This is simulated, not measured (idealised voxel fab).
Proc. module: voxel ribs on slabs
Cross-section cut spans 255 nm and uses square cells 5 nm in size.
Heads up, the way a cross-section reads in here is a grid of square cells, handed over as bands from the top down, with every band being one or more rows of cells.
The band entry comprises the height of the band's top followed by the height of its bottom, expressed in nm, and subsequently the band's materials from left to right, each stated together with its width in nm. Where a single material is marked with the word "throughout", that material fills the band from edge to edge. The word "blank" represents empty space.
Measure heights from 0. That's the level where, below it, the as-received wafer is all one material. The lowest band is bottomless and extends downward; write it as in "top 0, no bottom".
Width "30->40": first value at the band's top row of cells, second value at its bottom row, equal change from row to row.
Step marked "remains unaltered"? Then no cell in the cross-section changed in it.
"Trapped cavities" specifies each empty space that is not open to the top and that occupies no fewer than 8 cells, using the form width x height at distance, the distance measured from the left edge and all three quantities in nm.
Heads up: the bit after the settings on a step's line is the simulator's remark on that step.
overlay nm: where the mask lay relative to plan, measured to the right, on steps with a mask; negatives go left.

## These are the steps we planned for the process
1: RECEIVE [material Si]
2: DIRECTIONAL_DEP [material SiO2] [thk nm 25]
3: DIRECTIONAL_DEP [material polySi] [thk nm 25]
4: MASKED_ETCH [tone cover] [mask id RIB] [width nm 20] [etch materials polySi] [depth nm 5] [overlay nm 0]
5: DIRECTIONAL_DEP [material aC] [thk nm 15]
6: PATTERN [tone cover] [mask id SLAB] [material resist] [width nm 70] [thk nm 30] [overlay nm 0]
7: DIRECTIONAL_ETCH [etch materials aC] [depth nm 15]
8: STRIP [etch materials resist]
9: DIRECTIONAL_ETCH [etch materials polySi] [depth nm 20]
10: STRIP [etch materials aC]
11: FILL_DEP [material SiO2] [thk nm 15]
12: CMP [height nm 60]
13: DIRECTIONAL_DEP [material TiN] [thk nm 5]
14: MASKED_ETCH [tone cover] [mask id HEATER] [width nm 30] [etch materials TiN] [depth nm 5] [overlay nm 0]
15: CONFORMAL_DEP [material SiO2] [thk nm 10]

## The first wafer of two, processed as planned

## Wafer cross-section on receipt, i.e. after step 1
top 0, no bottom = Si throughout
Trapped cavities: none

## Take a look at the wafer's cross-section after step 2
top 25, bottom 0 = SiO2 throughout
Below 0, the layers are the same as they were.

## Take a look at the wafer's cross-section after step 3
top 50, bottom 25 = polySi throughout
Below 25, the layers are the same as they were.

## Take a look at the wafer's cross-section after step 4
top 50, bottom 45 = blank: 115, polySi: 20, blank: 120
Below 45, the layers are the same as they were.

## Take a look at the wafer's cross-section after step 5
top 65, bottom 60 = blank: 115, aC: 20, blank: 120
top 60, bottom 50 = aC throughout
top 50, bottom 45 = aC: 115, polySi: 20, aC: 120
Below 45, the layers are the same as they were.

## Take a look at the wafer's cross-section after step 6
top 95, bottom 65 = blank: 90, resist: 70, blank: 95
top 65, bottom 60 = blank: 90, resist: 25, aC: 20, resist: 25, blank: 95
Below 60, the layers are the same as they were.

## Take a look at the wafer's cross-section after step 7
top 80, bottom 65 = blank: 90, resist: 70, blank: 95
top 65, bottom 60 = blank: 90, resist: 25, aC: 20, resist: 25, blank: 95
top 60, bottom 50 = blank: 90, aC: 70, blank: 95
top 50, bottom 45 = blank: 90, aC: 25, polySi: 20, aC: 25, blank: 95
Below 45, the layers are the same as they were.

## Take a look at the wafer's cross-section after step 8
top 65, bottom 60 = blank: 115, aC: 20, blank: 120
Below 60, the layers are the same as they were.

## Take a look at the wafer's cross-section after step 9
top 65, bottom 60 = blank: 115, aC: 20, blank: 120
top 60, bottom 50 = blank: 90, aC: 70, blank: 95
top 50, bottom 45 = blank: 90, aC: 25, polySi: 20, aC: 25, blank: 95
top 45, bottom 25 = blank: 90, polySi: 70, blank: 95
Below 25, the layers are the same as they were.

## Take a look at the wafer's cross-section after step 10
top 50, bottom 45 = blank: 115, polySi: 20, blank: 120
Below 45, the layers are the same as they were.

## Take a look at the wafer's cross-section after step 11
top 65, bottom 50 = SiO2 throughout
top 50, bottom 45 = SiO2: 115, polySi: 20, SiO2: 120
top 45, bottom 25 = SiO2: 90, polySi: 70, SiO2: 95
Below 25, the layers are the same as they were.

## Take a look at the wafer's cross-section after step 12
top 60, bottom 50 = SiO2 throughout
Below 50, the layers are the same as they were.

## Take a look at the wafer's cross-section after step 13
top 65, bottom 60 = TiN throughout
Below 60, the layers are the same as they were.

## Take a look at the wafer's cross-section after step 14
top 65, bottom 60 = blank: 110, TiN: 30, blank: 115
Below 60, the layers are the same as they were.

## Take a look at the wafer's cross-section after step 15
top 75, bottom 70 = blank: 100, SiO2: 50, blank: 105
top 70, bottom 65 = SiO2 throughout
top 65, bottom 60 = SiO2: 110, TiN: 30, SiO2: 115
Below 60, the layers are the same as they were.

## The second wafer began exactly as the first did and followed the same plan, but one mistake was made while running it; through step 14 inclusive, the two wafers are identical

Cross-section, second wafer, at the end time the plan gives for step 15: remains unaltered
In executing the process, a mistake was made relative to the plan: step 15 of the plan was jumped over and never run
Final wafer comparison in cells, second versus first, more or fewer per material: SiO2 -106
